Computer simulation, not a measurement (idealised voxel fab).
Title: Process Module voxel tone inversion
We display cut, a cross-section 270 nm in width whose square cells are each 5 nm.
A cross-section is written here as square cells arranged in a grid, and it is given in bands from the top down, each band taking up one or more rows of cells. Read a band's entry like this: the first values are the height of its top and the height of its bottom in nm, and what follows is the sequence of materials from left to right, each with its width in nm. Note that "blank" is empty space, and that a single material marked "all across" reaches across the band from edge to edge. All heights in this document are referenced to 0, defined as the level beneath which the wafer, as received, consists entirely of one material. The lowest band is not bounded below; it extends indefinitely downward and is written in the form "0..down". With a width like "30..40", each row of cells in the band differs from the next by the same amount, the top row carrying the first number and the bottom row the second. Basically "nothing altered" means that step didn't change any cell in the cross-section. Closed-off voids of 8+ cells (no open route to the top) go in "Enclosed cavities", written width x height at distance from the left edge, in nm. What comes after the settings on a step's line is commentary from the simulator itself on that step. overlay nm, on a step with a mask: how far to the right of its planned place the mask lay; to the left if negative.
These are the steps we planned for the process
1: RECEIVE (material Si)
2: CONFORMAL_DEP (material SiCN; thk nm 5)
3: DIRECTIONAL_DEP (material polySi; thk nm 15)
4: PATTERN (tone cover; mask id POSTS; material resist; width nm 25; pitch nm 45; thk nm 25; overlay nm 0)
5: DIRECTIONAL_ETCH (etch materials polySi; depth nm 15)
6: STRIP (etch materials resist)
7: FILL_DEP (material lowk; thk nm 5)
8: CMP (height nm 20)
9: STRIP (etch materials polySi)
Cross-sectional view of the wafer in its as-received condition, corresponding to the state after step 1
    0..down  Si all across
    Enclosed cavities: none
End state of the module in cross-section, given the above starting point and plan and one mistake in execution
    20..5  75 of blank, then 25 of lowk, then 20 of blank, then 25 of lowk, then 20 of blank, then 25 of lowk, then 80 of blank
    5..0  SiCN all across
    0..down  Si all across
    Enclosed cavities: none
Against the plan, the run slipped here: the process deviated at step 4: the operation and settings actually run there were PATTERN (tone open; mask id POSTS; material resist; width nm 25; pitch nm 45; thk nm 25; overlay nm 0)
